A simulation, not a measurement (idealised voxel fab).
process module | voxel released beams
cross-section cut | 185 nm wide | cells 5 nm
A cross-section is a grid of square cells, given in bands from the top down. A band is one or more rows of cells.
Each band's line starts with the height of the band's top and of its bottom, in nm. Then come its materials from left to right, each with its width in nm. One material with "throughout" fills the band from edge to edge. "air" is empty space.
Height 0 is the level under which the wafer as received is all one material. The lowest band goes on downwards, as in "0 down".
A width such as "30 to 40" changes by the same amount from each row of cells to the next, from the band's top row to its bottom row.
"no change" after a step means that no cell of the cross-section changed.
closed voids: empty space of 8 cells or more with no open way to the top, each as width x height at its distance from the left edge, in nm
after a step's settings: what the simulator itself notes on the step
overlay nm, on a step with a mask: how far to the right of its planned place the mask lay; to the left if negative
plan
1 op RECEIVE | material Si
2 op CONFORMAL_DEP | material Al2O3 | thk nm 5
3 op DIRECTIONAL_DEP | material SiO2 | thk nm 20
4 op MASKED_ETCH | tone open | mask id ANCHOR | width nm 25 | etch materials SiO2 | depth nm 20 | overlay nm 0
5 op CONFORMAL_DEP | material SiN | thk nm 10
6 op DIRECTIONAL_DEP | material aC | thk nm 15
7 op PATTERN | tone cover | mask id BEAM | material resist | width nm 110 | thk nm 35 | overlay nm 0
8 op DIRECTIONAL_ETCH | etch materials aC | depth nm 15
9 op STRIP | etch materials resist
10 op DIRECTIONAL_ETCH | etch materials SiN | depth nm 5
11 op STRIP | etch materials aC
12 op STRIP | etch materials SiO2
varied across the wafers: depth nm of step 10. The plan shows the first wafer's value. All wafers start alike
first wafer as received, after step 1
  0 down: Si throughout
  closed voids: none
each wafer at the end: cells of each material gained (+) or lost (-) since it was received, then its closed voids
depth nm 5 | +37 Al2O3 | +75 SiN | +128 SiO2 | closed voids: none
depth nm 10 | +37 Al2O3 | +60 SiN | closed voids: none
depth nm 15 | +37 Al2O3 | +60 SiN | closed voids: none
depth nm 20 | +37 Al2O3 | +60 SiN | closed voids: none
depth nm 25 | +37 Al2O3 | +60 SiN | closed voids: none
